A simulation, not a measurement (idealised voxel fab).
Process module under the name voxel released beams
Cross-section cut: width 180 nm, square cells of 5 nm.
Cross-section layout: square cells on a grid; listed as bands, top to bottom; a band spans one or more cell rows. Read a band's entry like this: the first values are the height of its top and the height of its bottom in nm, and what follows is the sequence of materials from left to right, each with its width in nm. Note that "empty" is empty space, and that a single material marked "edge to edge" reaches across the band from edge to edge. Height datum 0, below which the as-received substrate wafer is one material. Lowest band open at the bottom, running downward: "0 and below". Top row gets the first number, bottom row gets the second, and each row in between changes by the same step: that is how a band width like "30 to 40" works. Basically "changes: none" means that step didn't change any cell in the cross-section. In the "Tabulated closed voids" entry, you get each enclosed empty space of 8 cells or more, one with no open way to the top, written width x height at distance, distance from the left edge, in nm. after a step's settings: what the simulator itself notes on the step. Among the settings permitted on a step's line is "overlay nm"; applied to a step with a mask, it specifies the extent to which the mask lay to the right of its planned position, whereas a negative figure signifies a position to the left.
**The process steps that were planned are listed below**
- 1: RECEIVE | material Si
- 2: CONFORMAL_DEP | material Al2O3 | thk nm 5
- 3: DIRECTIONAL_DEP | material SiO2 | thk nm 20
- 4: PATTERN | tone open | mask id ANCHOR | material resist | width nm 40 | thk nm 20 | overlay nm 0
- 5: DIRECTIONAL_ETCH | etch materials SiO2 | depth nm 20
- 6: STRIP | etch materials resist
- 7: CONFORMAL_DEP | material polySi | thk nm 15
- 8: DIRECTIONAL_DEP | material aC | thk nm 10
- 9: PATTERN | tone cover | mask id BEAM | material resist | width nm 120 | thk nm 25 | overlay nm 0
- 10: DIRECTIONAL_ETCH | etch materials aC | depth nm 10
- 11: STRIP | etch materials resist
- 12: DIRECTIONAL_ETCH | etch materials polySi | depth nm 15
- 13: STRIP | etch materials aC
- 14: STRIP | etch materials SiO2
**Cross-section of the incoming wafer, state after step 1**
	0 and below = Si edge to edge
	Tabulated closed voids: none
**Cross-sectional view of the first of the two wafers upon completion of the module, processed in accordance with the plan**
	40 down to 25 = 25 of empty | 20 of polySi | 10 of empty | 90 of polySi | 35 of empty
	25 down to 20 = 30 of empty | 15 of polySi | 10 of empty | 15 of polySi | 110 of empty
	20 down to 5 = 30 of empty | 40 of polySi | 110 of empty
	5 down to 0 = Al2O3 edge to edge
	0 and below = Si edge to edge
	Tabulated closed voids: none
**This is the second of the two wafers, cross-sectioned at the end of the module; it started exactly like the first and was given the same plan, but it was run with one mistake**
	55 down to 40 = 25 of empty | 120 of polySi | 35 of empty
	40 down to 25 = polySi edge to edge
	25 down to 5 = 30 of SiO2 | 40 of polySi | 110 of SiO2
	5 down to 0 = Al2O3 edge to edge
	0 and below = Si edge to edge
	Tabulated closed voids: none
Short version of what went wrong: step 7 of the plan saw execution twice
Final tally in cells, some materials are higher or lower on the second wafer than on the first: +112 SiO2, +116 polySi
